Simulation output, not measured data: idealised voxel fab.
Proc. module: voxel transistor to metal
Displayed cross-section: cut, width of 300 nm, square cells sized 5 nm.
Heads up, the way a cross-section reads in here is a grid of square cells, handed over as bands from the top down, with every band being one or more rows of cells.
Band: top height; bottom height; in nm. Then, left to right: material with width in nm, for each material. "everywhere": a single material spanning edge to edge. "blank": empty space.
Heads up on the height convention: 0 is the point under which the incoming wafer is all one material, and the lowest band has no bottom, it just keeps going down, like "0 nm and below".
So if you see something like "30 to 40" for the width, read it as the top row of the band sitting at the first number and the bottom row at the second, with every row in between moving by the same amount as the last.
"nothing got changed" (step): cross-section cells unchanged, all of them.
This entry, "Sealed cavities", enumerates those empty regions of no fewer than 8 cells that possess no open connection to the top. Each region is reported in the form width x height at distance, the distance being taken from the left edge, with all three quantities expressed in nm.
That trailing text on a step's line, after the settings, is the simulator's own remark on the step.
Steps that use a mask can have "overlay nm" on their line. It says how far the mask sat to the right of where it was meant to be. Negative means to the left.
## Intended process steps
| 1 | RECEIVE (material Si) |
| 2 | OXIDIZE (depth nm 5) |
| 3 | CONFORMAL_DEP (material SiN; thk nm 10) |
| 4 | PATTERN (tone cover; mask id ACTIVE; material resist; width nm 110; pitch nm 140; thk nm 20; overlay nm 0) |
| 5 | DIRECTIONAL_ETCH (etch materials SiN; depth nm 10) |
| 6 | DIRECTIONAL_ETCH (etch materials SiO2; depth nm 5) |
| 7 | DIRECTIONAL_ETCH (etch materials Si; depth nm 20) |
| 8 | STRIP (etch materials resist) |
| 9 | FILL_DEP (material SiO2; thk nm 10) |
| 10 | CMP (height nm 10) |
| 11 | SELECTIVE_ETCH (etch materials SiO2; depth nm 5) |
| 12 | STRIP (etch materials SiN) |
| 13 | SELECTIVE_ETCH (etch materials SiO2; depth nm 5) |
| 14 | OXIDIZE (depth nm 5) |
| 15 | DIRECTIONAL_DEP (material polySi; thk nm 25) |
| 16 | DIRECTIONAL_DEP (material SiCN; thk nm 10) |
| 17 | MASKED_ETCH (tone cover; mask id GATE; width nm 20; pitch nm 140; etch materials SiCN; depth nm 20; overlay nm 0) |
| 18 | MASKED_ETCH (tone cover; mask id GATE; width nm 20; pitch nm 140; etch materials polySi; depth nm 35; overlay nm 0) |
| 19 | CONFORMAL_DEP (material SiN; thk nm 5) |
| 20 | DIRECTIONAL_ETCH (etch materials SiN; depth nm 5) |
| 21 | DIRECTIONAL_ETCH (etch materials SiO2; depth nm 5) |
| 22 | DIRECTIONAL_ETCH (etch materials Si; depth nm 15) |
| 23 | EPI (material SiGe; thk nm 15) |
| 24 | FILL_DEP (material SiO2; thk nm 5) |
| 25 | CMP (height nm 30) |
| 26 | DIRECTIONAL_DEP (material SiO2; thk nm 15) |
| 27 | MASKED_ETCH (tone open; mask id CONTACT; width nm 35; etch materials SiO2; depth nm 55; overlay nm 0) |
| 28 | CONFORMAL_DEP (material TiN; thk nm 5) |
| 29 | FILL_DEP (material W; thk nm 5) |
| 30 | CMP (height nm 45) |
| 31 | CONFORMAL_DEP (material SiN; thk nm 5) |
| 32 | DIRECTIONAL_DEP (material lowk; thk nm 25) |
| 33 | MASKED_ETCH (tone open; mask id METAL_1; width nm 20; etch materials lowk; depth nm 25; overlay nm 0) |
| 34 | MASKED_ETCH (tone open; mask id METAL_1; width nm 20; etch materials SiN; depth nm 5; overlay nm 0) |
| 35 | CONFORMAL_DEP (material TiN; thk nm 5) |
| 36 | FILL_DEP (material Ru; thk nm 5) |
| 37 | CMP (height nm 75) |
| 38 | EPI (material Ru; thk nm 5) |
| 39 | FILL_DEP (material SiCN; thk nm 5) |
| 40 | DIRECTIONAL_DEP (material SiO2; thk nm 35) |
| 41 | DIRECTIONAL_DEP (material aC; thk nm 10) |
| 42 | PATTERN (tone open; mask id METAL_2; material resist; width nm 20; pitch nm 140; thk nm 30; overlay nm 0) |
| 43 | DIRECTIONAL_ETCH (etch materials aC; depth nm 10) |
| 44 | STRIP (etch materials resist) |
| 45 | DIRECTIONAL_ETCH (etch materials SiO2; depth nm 20) |
| 46 | STRIP (etch materials aC) |
| 47 | PATTERN (tone open; mask id METAL_2_HOLES; material resist; width nm 15; pitch nm 140; thk nm 20; overlay nm 0) |
| 48 | DIRECTIONAL_ETCH (etch materials SiO2; depth nm 15) |
| 49 | DIRECTIONAL_ETCH (etch materials SiCN; depth nm 5) |
| 50 | STRIP (etch materials resist) |
| 51 | CONFORMAL_DEP (material TiN; thk nm 5) |
| 52 | FILL_DEP (material Ru; thk nm 5) |
| 53 | CMP (height nm 120) |
| 54 | CONFORMAL_DEP (material SiCN; thk nm 5) |
## Cross-section of the wafer at receipt, which is the condition after step 1
  0 nm and below | Si everywhere
  Sealed cavities: none
## Starting structure and process plan are as shown above, but one mistake was made in running the module; the wafer cross-section at the end of the module follows
  125 nm to 120 nm | SiCN everywhere
  120 nm to 110 nm | 40 of Ru  5 of TiN  5 of SiO2  5 of TiN  125 of Ru  5 of TiN  5 of SiO2  5 of TiN  105 of Ru
  110 nm to 105 nm | 25 of Ru  20 of TiN  5 of SiO2  5 of TiN  110 of Ru  20 of TiN  5 of SiO2  5 of TiN  105 of Ru
  105 nm to 100 nm | 30 of TiN  20 of SiO2  120 of TiN  20 of SiO2  110 of TiN
  100 nm to 85 nm | SiO2 everywhere
  85 nm to 80 nm | SiCN everywhere
  80 nm to 75 nm | 25 of SiCN  30 of Ru  50 of SiCN  30 of Ru  30 of SiCN  30 of Ru  50 of SiCN  30 of Ru  25 of SiCN
  75 nm to 50 nm | 30 of lowk  5 of TiN  10 of Ru  5 of TiN  60 of lowk  5 of TiN  10 of Ru  5 of TiN  40 of lowk  5 of TiN  10 of Ru  5 of TiN  60 of lowk  5 of TiN  10 of Ru  5 of TiN  30 of lowk
  50 nm to 45 nm | 30 of SiN  20 of TiN  60 of SiN  20 of TiN  40 of SiN  20 of TiN  60 of SiN  20 of TiN  30 of SiN
  45 nm to 30 nm | 30 of SiO2  5 of TiN  25 of W  5 of TiN  30 of SiO2  5 of TiN  25 of W  5 of TiN  40 of SiO2  5 of TiN  25 of W  5 of TiN  30 of SiO2  5 of TiN  25 of W  5 of TiN  30 of SiO2
  30 nm to 20 nm | 30 of SiO2  5 of TiN  25 of W  5 of TiN  5 of SiN  20 of SiCN  5 of SiN  5 of TiN  25 of W  5 of TiN  40 of SiO2  5 of TiN  25 of W  5 of TiN  5 of SiN  20 of SiCN  5 of SiN  5 of TiN  25 of W  5 of TiN  30 of SiO2
  20 nm to 10 nm | 30 of SiO2  5 of TiN  25 of W  5 of TiN  5 of SiN  20 of polySi  5 of SiN  5 of TiN  25 of W  5 of TiN  40 of SiO2  5 of TiN  25 of W  5 of TiN  5 of SiN  20 of polySi  5 of SiN  5 of TiN  25 of W  5 of TiN  30 of SiO2
  10 nm to 5 nm | 30 of SiO2  5 of TiN  10 of W  20 of TiN  5 of SiN  20 of polySi  5 of SiN  20 of TiN  10 of W  5 of TiN  40 of SiO2  5 of TiN  10 of W  20 of TiN  5 of SiN  20 of polySi  5 of SiN  20 of TiN  10 of W  5 of TiN  30 of SiO2
  5 nm to 0 nm | 30 of SiO2  5 of TiN  10 of W  5 of TiN  15 of SiGe  5 of SiN  20 of polySi  5 of SiN  15 of SiGe  5 of TiN  10 of W  5 of TiN  40 of SiO2  5 of TiN  10 of W  5 of TiN  15 of SiGe  5 of SiN  20 of polySi  5 of SiN  15 of SiGe  5 of TiN  10 of W  5 of TiN  30 of SiO2
  0 nm to -5 nm | 20 of SiO2  5 of SiN  5 of SiO2  5 of TiN  10 of W  5 of TiN  15 of SiGe  5 of SiN  20 of polySi  5 of SiN  15 of SiGe  5 of TiN  10 of W  5 of TiN  5 of SiO2  5 of SiN  20 of SiO2  5 of SiN  5 of SiO2  5 of TiN  10 of W  5 of TiN  15 of SiGe  5 of SiN  20 of polySi  5 of SiN  15 of SiGe  5 of TiN  10 of W  5 of TiN  5 of SiO2  5 of SiN  20 of SiO2
  -5 nm to -10 nm | 30 of SiO2  20 of TiN  15 of SiGe  30 of SiO2  15 of SiGe  20 of TiN  40 of SiO2  20 of TiN  15 of SiGe  30 of SiO2  15 of SiGe  20 of TiN  30 of SiO2
  -10 nm to -25 nm | 25 of SiO2  40 of SiGe  30 of Si  40 of SiGe  30 of SiO2  40 of SiGe  30 of Si  40 of SiGe  25 of SiO2
  -25 nm and below | Si everywhere
  Sealed cavities: none
What went wrong in running the wafer? for step 42, the planned setting was not used; the step was instead run as PATTERN (tone cover; mask id METAL_2; material resist; width nm 20; pitch nm 140; thk nm 30; overlay nm 0)
